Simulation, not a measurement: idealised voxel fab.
Documented hereafter: the process module known as voxel self aligned vias.
165 nm wide, 5 nm square cells: that's cross-section cut.
A cross-section is a grid of square cells, given in bands from the top down. A band is one or more rows of cells. The band entry comprises the height of the band's top followed by the height of its bottom, expressed in nm, and subsequently the band's materials from left to right, each stated together with its width in nm. Where a single material is marked with the word "all across", that material fills the band from edge to edge. The word "air" represents empty space. Convention: height 0 is the level below which the wafer, as received, is all one material. The lowest band does not terminate at the bottom but continues downward, represented as "z 0 and below". You'd read "30 to 40" like this: the band's top row of cells is as wide as the first number, its bottom row is as wide as the second, and going down, every row changes width by the same amount as the row before did. "nothing got changed" (step): cross-section cells unchanged, all of them. Under "Completely enclosed voids" you'll find the enclosed gaps, the ones with no way out to the top, that are 8 cells or bigger; each reads width x height at distance, with distance counted from the left edge, everything in nm. What comes after the settings on a step's line is commentary from the simulator itself on that step. overlay nm, on a step with a mask: how far to the right of its planned place the mask lay; to the left if negative.

Planned step list for the process:
1 RECEIVE, material Si
2 CONFORMAL_DEP, material SiO2, thk nm 15
3 CONFORMAL_DEP, material SiCN, thk nm 5
4 DIRECTIONAL_DEP, material lowk, thk nm 30
5 PATTERN, tone open, mask id LINES, material resist, width nm 30, pitch nm 80, thk nm 20, overlay nm 0
6 DIRECTIONAL_ETCH, etch materials lowk, depth nm 30
7 STRIP, etch materials resist
8 CONFORMAL_DEP, material TiN, thk nm 5
9 FILL_DEP, material W, thk nm 10
10 CMP, height nm 50
11 SELECTIVE_ETCH, etch materials W Ru TiN, depth nm 10
12 FILL_DEP, material SiN, thk nm 5
13 CMP, height nm 50
14 DIRECTIONAL_DEP, material lowk, thk nm 20
15 DIRECTIONAL_DEP, material aC, thk nm 10
16 PATTERN, tone open, mask id VIAS, material resist, width nm 50, pitch nm 80, thk nm 30, overlay nm 0
17 DIRECTIONAL_ETCH, etch materials aC, depth nm 10
18 STRIP, etch materials resist
19 DIRECTIONAL_ETCH, etch materials lowk, depth nm 20
20 DIRECTIONAL_ETCH, etch materials SiN, depth nm 10
21 STRIP, etch materials aC
22 CONFORMAL_DEP, material TiN, thk nm 5
23 FILL_DEP, material W, thk nm 10
24 CMP, height nm 70
25 CONFORMAL_DEP, material SiCN, thk nm 5

Cross-section of the wafer at receipt, which is the condition after step 1:
z 0 and below | Si all across
Completely enclosed voids: none

Result of the module, cross-sectioned: start per above, plan per above, one error in how it was run:
z 70 to 65 | SiCN all across
z 65 to 55 | 15 lowk, then 5 TiN, then 40 W, then 5 TiN, then 30 lowk, then 5 TiN, then 40 W, then 5 TiN, then 20 lowk
z 55 to 45 | 15 to 25 lowk, then 15 to 5 TiN, then 20 W, then 15 to 5 TiN, then 30 to 50 lowk, then 15 to 5 TiN, then 20 W, then 15 to 5 TiN, then 20 to 30 lowk
z 45 to 40 | 25 lowk, then 30 TiN, then 50 lowk, then 30 TiN, then 30 lowk
z 40 to 25 | 25 lowk, then 5 TiN, then 20 W, then 5 TiN, then 50 lowk, then 5 TiN, then 20 W, then 5 TiN, then 30 lowk
z 25 to 20 | 25 lowk, then 30 TiN, then 50 lowk, then 30 TiN, then 30 lowk
z 20 to 15 | SiCN all across
z 15 to 0 | SiO2 all across
z 0 and below | Si all across
Completely enclosed voids: none
In executing the process, a mistake was made relative to the plan: step 24 ran differently from the plan; actual operation with settings: CMP, height nm 65
